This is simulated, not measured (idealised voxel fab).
process module | voxel self aligned vias
cross-section cut | 250 nm wide | cells 5 nm
A cross-section is a grid of square cells, given in bands from the top down. A band is one or more rows of cells.
Each band's line starts with the height of the band's top and of its bottom, in nm. Then come its materials from left to right, each with its width in nm. One material with "throughout" fills the band from edge to edge. "air" is empty space.
Height 0 is the level under which the wafer as received is all one material. The lowest band goes on downwards, as in "0 down".
A width such as "30 to 40" changes by the same amount from each row of cells to the next, from the band's top row to its bottom row.
"no change" after a step means that no cell of the cross-section changed.
closed voids: empty space of 8 cells or more with no open way to the top, each as width x height at its distance from the left edge, in nm
after a step's settings: what the simulator itself notes on the step
overlay nm, on a step with a mask: how far to the right of its planned place the mask lay; to the left if negative
plan
1 op RECEIVE | material Si
2 op CONFORMAL_DEP | material SiO2 | thk nm 10
3 op CONFORMAL_DEP | material SiCN | thk nm 5
4 op DIRECTIONAL_DEP | material lowk | thk nm 25
5 op PATTERN | tone open | mask id LINES | material resist | width nm 30 | pitch nm 65 | thk nm 15 | overlay nm 0
6 op DIRECTIONAL_ETCH | etch materials lowk | depth nm 25
7 op STRIP | etch materials resist
8 op CONFORMAL_DEP | material TiN | thk nm 5
9 op FILL_DEP | material Ru | thk nm 10
10 op CMP | height nm 40
11 op SELECTIVE_ETCH | etch materials W Ru TiN | depth nm 10
12 op FILL_DEP | material SiN | thk nm 10
13 op CMP | height nm 40
14 op DIRECTIONAL_DEP | material lowk | thk nm 15
15 op PATTERN | tone open | mask id VIAS | material resist | width nm 50 | pitch nm 65 | thk nm 20 | overlay nm 0
16 op DIRECTIONAL_ETCH | etch materials lowk | depth nm 15
17 op DIRECTIONAL_ETCH | etch materials SiN | depth nm 10
18 op STRIP | etch materials resist
19 op CONFORMAL_DEP | material TiN | thk nm 5
20 op FILL_DEP | material W | thk nm 5
21 op CMP | height nm 55
22 op CONFORMAL_DEP | material SiN | thk nm 5
first wafer, as planned
as received, after step 1
  0 down: Si throughout
  closed voids: none
after step 2
  10 to 0: SiO2 throughout
  below 0: unchanged
after step 3
  15 to 10: SiCN throughout
  below 10: unchanged
after step 4
  40 to 15: lowk throughout
  below 15: unchanged
after step 5
  55 to 40: resist 45 | air 30 | resist 35 | air 30 | resist 35 | air 30 | resist 45
  below 40: unchanged
after step 6
  55 to 40: resist 45 | air 30 | resist 35 | air 30 | resist 35 | air 30 | resist 45
  40 to 15: lowk 45 | air 30 | lowk 35 | air 30 | lowk 35 | air 30 | lowk 45
  below 15: unchanged
after step 7
  40 to 15: lowk 45 | air 30 | lowk 35 | air 30 | lowk 35 | air 30 | lowk 45
  below 15: unchanged
after step 8
  45 to 40: TiN 50 | air 20 | TiN 45 | air 20 | TiN 45 | air 20 | TiN 50
  40 to 20: lowk 45 | TiN 5 | air 20 | TiN 5 | lowk 35 | TiN 5 | air 20 | TiN 5 | lowk 35 | TiN 5 | air 20 | TiN 5 | lowk 45
  20 to 15: lowk 45 | TiN 30 | lowk 35 | TiN 30 | lowk 35 | TiN 30 | lowk 45
  below 15: unchanged
after step 9
  55 to 45: Ru throughout
  45 to 40: TiN 50 | Ru 20 | TiN 45 | Ru 20 | TiN 45 | Ru 20 | TiN 50
  40 to 20: lowk 45 | TiN 5 | Ru 20 | TiN 5 | lowk 35 | TiN 5 | Ru 20 | TiN 5 | lowk 35 | TiN 5 | Ru 20 | TiN 5 | lowk 45
  below 20: unchanged
after step 10
  40 to 20: lowk 45 | TiN 5 | Ru 20 | TiN 5 | lowk 35 | TiN 5 | Ru 20 | TiN 5 | lowk 35 | TiN 5 | Ru 20 | TiN 5 | lowk 45
  below 20: unchanged
after step 11
  40 to 30: lowk 45 | air 30 | lowk 35 | air 30 | lowk 35 | air 30 | lowk 45
  below 30: unchanged
after step 12
  50 to 40: SiN throughout
  40 to 30: lowk 45 | SiN 30 | lowk 35 | SiN 30 | lowk 35 | SiN 30 | lowk 45
  below 30: unchanged
after step 13
  40 to 30: lowk 45 | SiN 30 | lowk 35 | SiN 30 | lowk 35 | SiN 30 | lowk 45
  below 30: unchanged
after step 14
  55 to 40: lowk throughout
  below 40: unchanged
after step 15
  75 to 55: resist 35 | air 50 | resist 15 | air 50 | resist 15 | air 50 | resist 35
  below 55: unchanged
after step 16
  75 to 55: resist 35 | air 50 | resist 15 | air 50 | resist 15 | air 50 | resist 35
  55 to 40: lowk 35 | air 50 | lowk 15 | air 50 | lowk 15 | air 50 | lowk 35
  below 40: unchanged
after step 17
  75 to 55: resist 35 | air 50 | resist 15 | air 50 | resist 15 | air 50 | resist 35
  55 to 40: lowk 35 | air 50 | lowk 15 | air 50 | lowk 15 | air 50 | lowk 35
  40 to 30: lowk 45 | air 30 | lowk 35 | air 30 | lowk 35 | air 30 | lowk 45
  below 30: unchanged
after step 18
  55 to 40: lowk 35 | air 50 | lowk 15 | air 50 | lowk 15 | air 50 | lowk 35
  below 40: unchanged
after step 19
  60 to 55: TiN 40 | air 40 | TiN 25 | air 40 | TiN 25 | air 40 | TiN 40
  55 to 45: lowk 35 | TiN 5 | air 40 | TiN 5 | lowk 15 | TiN 5 | air 40 | TiN 5 | lowk 15 | TiN 5 | air 40 | TiN 5 | lowk 35
  45 to 35: lowk 35 to 45 | TiN 15 to 5 | air 20 | TiN 15 to 5 | lowk 15 to 35 | TiN 15 to 5 | air 20 | TiN 15 to 5 | lowk 15 to 35 | TiN 15 to 5 | air 20 | TiN 15 to 5 | lowk 35 to 45
  35 to 30: lowk 45 | TiN 30 | lowk 35 | TiN 30 | lowk 35 | TiN 30 | lowk 45
  below 30: unchanged
after step 20
  65 to 60: W throughout
  60 to 55: TiN 40 | W 40 | TiN 25 | W 40 | TiN 25 | W 40 | TiN 40
  55 to 45: lowk 35 | TiN 5 | W 40 | TiN 5 | lowk 15 | TiN 5 | W 40 | TiN 5 | lowk 15 | TiN 5 | W 40 | TiN 5 | lowk 35
  45 to 35: lowk 35 to 45 | TiN 15 to 5 | W 20 | TiN 15 to 5 | lowk 15 to 35 | TiN 15 to 5 | W 20 | TiN 15 to 5 | lowk 15 to 35 | TiN 15 to 5 | W 20 | TiN 15 to 5 | lowk 35 to 45
  below 35: unchanged
after step 21
  55 to 45: lowk 35 | TiN 5 | W 40 | TiN 5 | lowk 15 | TiN 5 | W 40 | TiN 5 | lowk 15 | TiN 5 | W 40 | TiN 5 | lowk 35
  below 45: unchanged
after step 22
  60 to 55: SiN throughout
  below 55: unchanged
second wafer: like start, like plan, one mistake. Through step 4 it matches the first wafer
when step 5 should have ended
  55 to 40: resist 50 | air 20 | resist 45 | air 20 | resist 45 | air 20 | resist 50
  below 40: unchanged
when step 6 should have ended
  55 to 40: resist 50 | air 20 | resist 45 | air 20 | resist 45 | air 20 | resist 50
  40 to 15: lowk 50 | air 20 | lowk 45 | air 20 | lowk 45 | air 20 | lowk 50
  below 15: unchanged
when step 7 should have ended
  40 to 15: lowk 50 | air 20 | lowk 45 | air 20 | lowk 45 | air 20 | lowk 50
  below 15: unchanged
when step 8 should have ended
  45 to 40: TiN 55 | air 10 | TiN 55 | air 10 | TiN 55 | air 10 | TiN 55
  40 to 20: lowk 50 | TiN 5 | air 10 | TiN 5 | lowk 45 | TiN 5 | air 10 | TiN 5 | lowk 45 | TiN 5 | air 10 | TiN 5 | lowk 50
  20 to 15: lowk 50 | TiN 20 | lowk 45 | TiN 20 | lowk 45 | TiN 20 | lowk 50
  below 15: unchanged
when step 9 should have ended
  55 to 45: Ru throughout
  45 to 40: TiN 55 | Ru 10 | TiN 55 | Ru 10 | TiN 55 | Ru 10 | TiN 55
  40 to 20: lowk 50 | TiN 5 | Ru 10 | TiN 5 | lowk 45 | TiN 5 | Ru 10 | TiN 5 | lowk 45 | TiN 5 | Ru 10 | TiN 5 | lowk 50
  below 20: unchanged
when step 10 should have ended
  40 to 20: lowk 50 | TiN 5 | Ru 10 | TiN 5 | lowk 45 | TiN 5 | Ru 10 | TiN 5 | lowk 45 | TiN 5 | Ru 10 | TiN 5 | lowk 50
  below 20: unchanged
when step 11 should have ended
  40 to 30: lowk 50 | air 20 | lowk 45 | air 20 | lowk 45 | air 20 | lowk 50
  below 30: unchanged
when step 12 should have ended
  50 to 40: SiN throughout
  40 to 30: lowk 50 | SiN 20 | lowk 45 | SiN 20 | lowk 45 | SiN 20 | lowk 50
  below 30: unchanged
when step 13 should have ended
  40 to 30: lowk 50 | SiN 20 | lowk 45 | SiN 20 | lowk 45 | SiN 20 | lowk 50
  below 30: unchanged
when step 14 should have ended
  55 to 40: lowk throughout
  below 40: unchanged
when step 15 should have ended
  75 to 55: resist 35 | air 50 | resist 15 | air 50 | resist 15 | air 50 | resist 35
  below 55: unchanged
when step 16 should have ended
  75 to 55: resist 35 | air 50 | resist 15 | air 50 | resist 15 | air 50 | resist 35
  55 to 40: lowk 35 | air 50 | lowk 15 | air 50 | lowk 15 | air 50 | lowk 35
  below 40: unchanged
when step 17 should have ended
  75 to 55: resist 35 | air 50 | resist 15 | air 50 | resist 15 | air 50 | resist 35
  55 to 40: lowk 35 | air 50 | lowk 15 | air 50 | lowk 15 | air 50 | lowk 35
  40 to 30: lowk 50 | air 20 | lowk 45 | air 20 | lowk 45 | air 20 | lowk 50
  below 30: unchanged
when step 18 should have ended
  55 to 40: lowk 35 | air 50 | lowk 15 | air 50 | lowk 15 | air 50 | lowk 35
  below 40: unchanged
when step 19 should have ended
  60 to 55: TiN 40 | air 40 | TiN 25 | air 40 | TiN 25 | air 40 | TiN 40
  55 to 45: lowk 35 | TiN 5 | air 40 | TiN 5 | lowk 15 | TiN 5 | air 40 | TiN 5 | lowk 15 | TiN 5 | air 40 | TiN 5 | lowk 35
  45 to 35: lowk 35 to 50 | TiN 20 to 5 | air 10 | TiN 20 to 5 | lowk 15 to 45 | TiN 20 to 5 | air 10 | TiN 20 to 5 | lowk 15 to 45 | TiN 20 to 5 | air 10 | TiN 20 to 5 | lowk 35 to 50
  35 to 30: lowk 50 | TiN 20 | lowk 45 | TiN 20 | lowk 45 | TiN 20 | lowk 50
  below 30: unchanged
when step 20 should have ended
  65 to 60: W throughout
  60 to 55: TiN 40 | W 40 | TiN 25 | W 40 | TiN 25 | W 40 | TiN 40
  55 to 45: lowk 35 | TiN 5 | W 40 | TiN 5 | lowk 15 | TiN 5 | W 40 | TiN 5 | lowk 15 | TiN 5 | W 40 | TiN 5 | lowk 35
  45 to 35: lowk 35 to 50 | TiN 20 to 5 | W 10 | TiN 20 to 5 | lowk 15 to 45 | TiN 20 to 5 | W 10 | TiN 20 to 5 | lowk 15 to 45 | TiN 20 to 5 | W 10 | TiN 20 to 5 | lowk 35 to 50
  below 35: unchanged
when step 21 should have ended
  55 to 45: lowk 35 | TiN 5 | W 40 | TiN 5 | lowk 15 | TiN 5 | W 40 | TiN 5 | lowk 15 | TiN 5 | W 40 | TiN 5 | lowk 35
  below 45: unchanged
when step 22 should have ended
  60 to 55: SiN throughout
  below 55: unchanged
what went wrong: step 5 ran as: op PATTERN | tone open | mask id LINES | material resist | width nm 20 | pitch nm 65 | thk nm 15 | overlay nm 0
at the end the second wafer has, in cells: 12 fewer of Ru | 6 fewer of TiN | 12 fewer of W | 30 more of lowk
